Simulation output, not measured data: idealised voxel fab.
This is a process module. Its name is voxel wiring stack.
The figure presents cross-section cut, which has a width of 290 nm and is divided into square cells with an edge length of 5 nm.
A cross-section is written here as square cells arranged in a grid, and it is given in bands from the top down, each band taking up one or more rows of cells.
What a band's entry tells you: where the top is and where the bottom is, as heights in nm, and after that what lies inside, material by material from left to right, each with its width in nm. Empty space is written as the word "empty", and a single material marked with the word "all across" occupies the band from edge to edge.
Where do heights start? At 0: under that level the wafer as delivered is made of one material only. And the lowest band has no floor; it just carries on downward, as in "0 down".
You'd read "30 to 40" like this: the band's top row of cells is as wide as the first number, its bottom row is as wide as the second, and going down, every row changes width by the same amount as the row before did.
The cross-section has no changed cell in any step marked "no change occurred".
Look at "Encapsulated voids" for the closed voids: empty spaces with no open path to the top, sized 8 cells or up. Each is width x height at distance, distance from the left edge, all nm.
It should be noted that, on the line of a given step, the content following the step's settings is a remark produced by the simulator itself with respect to that step.
overlay nm: mask offset rightward from planned place, masked step; negative means leftward offset.
Planned step list for the process
1,RECEIVE,material Si
2,CONFORMAL_DEP,material SiO2,thk nm 10
3,CONFORMAL_DEP,material SiN,thk nm 5
4,DIRECTIONAL_DEP,material lowk,thk nm 15
5,MASKED_ETCH,tone open,mask id METAL_1,width nm 20,pitch nm 50,etch materials lowk,depth nm 15,overlay nm 0
6,MASKED_ETCH,tone open,mask id METAL_1,width nm 20,pitch nm 50,etch materials SiN,depth nm 5,overlay nm 0
7,CONFORMAL_DEP,material TiN,thk nm 5
8,FILL_DEP,material Cu,thk nm 5
9,CMP,height nm 30
10,CONFORMAL_DEP,material SiCN,thk nm 5
11,DIRECTIONAL_DEP,material SiO2,thk nm 30
12,PATTERN,tone open,mask id METAL_2_HOLES,material resist,width nm 15,pitch nm 50,thk nm 15,overlay nm 0
13,DIRECTIONAL_ETCH,etch materials SiO2,depth nm 30
14,STRIP,etch materials resist
15,MASKED_ETCH,tone open,mask id METAL_2,width nm 20,pitch nm 50,etch materials SiO2,depth nm 15,overlay nm 0
16,MASKED_ETCH,tone open,mask id METAL_2,width nm 20,pitch nm 50,etch materials SiCN,depth nm 5,overlay nm 0
17,CONFORMAL_DEP,material TiN,thk nm 5
18,FILL_DEP,material Cu,thk nm 5
19,CMP,height nm 65
20,CONFORMAL_DEP,material SiCN,thk nm 5
Shown in cross-section is the wafer as received, that is, as it stands after step 1
	0 down = Si all across
	Encapsulated voids: none
As-planned run: cross-section of the first of two wafers at end of module
	70 to 65 = SiCN all across
	65 to 55 = 60 SiO2, then 5 TiN, then 10 Cu, then 5 TiN, then 30 SiO2, then 5 TiN, then 10 Cu, then 5 TiN, then 30 SiO2, then 5 TiN, then 10 Cu, then 5 TiN, then 30 SiO2, then 5 TiN, then 10 Cu, then 5 TiN, then 60 SiO2
	55 to 50 = 60 SiO2, then 5 TiN, then 5 Cu, then 10 TiN, then 30 SiO2, then 5 TiN, then 5 Cu, then 10 TiN, then 30 SiO2, then 5 TiN, then 5 Cu, then 10 TiN, then 30 SiO2, then 5 TiN, then 5 Cu, then 10 TiN, then 60 SiO2
	50 to 35 = 60 SiO2, then 5 TiN, then 5 Cu, then 5 TiN, then 35 SiO2, then 5 TiN, then 5 Cu, then 5 TiN, then 35 SiO2, then 5 TiN, then 5 Cu, then 5 TiN, then 35 SiO2, then 5 TiN, then 5 Cu, then 5 TiN, then 65 SiO2
	35 to 30 = 60 SiCN, then 15 TiN, then 35 SiCN, then 15 TiN, then 35 SiCN, then 15 TiN, then 35 SiCN, then 15 TiN, then 65 SiCN
	30 to 15 = 60 lowk, then 5 TiN, then 10 Cu, then 5 TiN, then 30 lowk, then 5 TiN, then 10 Cu, then 5 TiN, then 30 lowk, then 5 TiN, then 10 Cu, then 5 TiN, then 30 lowk, then 5 TiN, then 10 Cu, then 5 TiN, then 60 lowk
	15 to 10 = 60 SiN, then 20 TiN, then 30 SiN, then 20 TiN, then 30 SiN, then 20 TiN, then 30 SiN, then 20 TiN, then 60 SiN
	10 to 0 = SiO2 all across
	0 down = Si all across
	Encapsulated voids: none
Wafer two (of two), end-of-module cross-section: start = wafer one, plan = wafer one, one run mistake
	70 to 65 = SiCN all across
	65 to 55 = 60 SiO2, then 5 TiN, then 10 Cu, then 5 TiN, then 30 SiO2, then 5 TiN, then 10 Cu, then 5 TiN, then 30 SiO2, then 5 TiN, then 10 Cu, then 5 TiN, then 30 SiO2, then 5 TiN, then 10 Cu, then 5 TiN, then 60 SiO2
	55 to 50 = 60 SiO2, then 5 TiN, then 5 Cu, then 10 TiN, then 30 SiO2, then 5 TiN, then 5 Cu, then 10 TiN, then 30 SiO2, then 5 TiN, then 5 Cu, then 10 TiN, then 30 SiO2, then 5 TiN, then 5 Cu, then 10 TiN, then 60 SiO2
	50 to 35 = 60 SiO2, then 5 TiN, then 5 Cu, then 5 TiN, then 35 SiO2, then 5 TiN, then 5 Cu, then 5 TiN, then 35 SiO2, then 5 TiN, then 5 Cu, then 5 TiN, then 35 SiO2, then 5 TiN, then 5 Cu, then 5 TiN, then 65 SiO2
	35 to 30 = 60 SiCN, then 15 TiN, then 35 SiCN, then 15 TiN, then 35 SiCN, then 15 TiN, then 35 SiCN, then 15 TiN, then 65 SiCN
	30 to 20 = 60 lowk, then 5 TiN, then 10 Cu, then 5 TiN, then 30 lowk, then 5 TiN, then 10 Cu, then 5 TiN, then 30 lowk, then 5 TiN, then 10 Cu, then 5 TiN, then 30 lowk, then 5 TiN, then 10 Cu, then 5 TiN, then 60 lowk
	20 to 15 = 60 lowk, then 20 TiN, then 30 lowk, then 20 TiN, then 30 lowk, then 20 TiN, then 30 lowk, then 20 TiN, then 60 lowk
	15 to 0 = SiO2 all across
	0 down = Si all across
	Encapsulated voids: none
Short version of what went wrong: step 3 ran as: CONFORMAL_DEP,material SiO2,thk nm 5
Final comparison by cell count, materials where the second wafer has more or fewer than the first: -8 Cu | -42 SiN | +58 SiO2 | -8 TiN
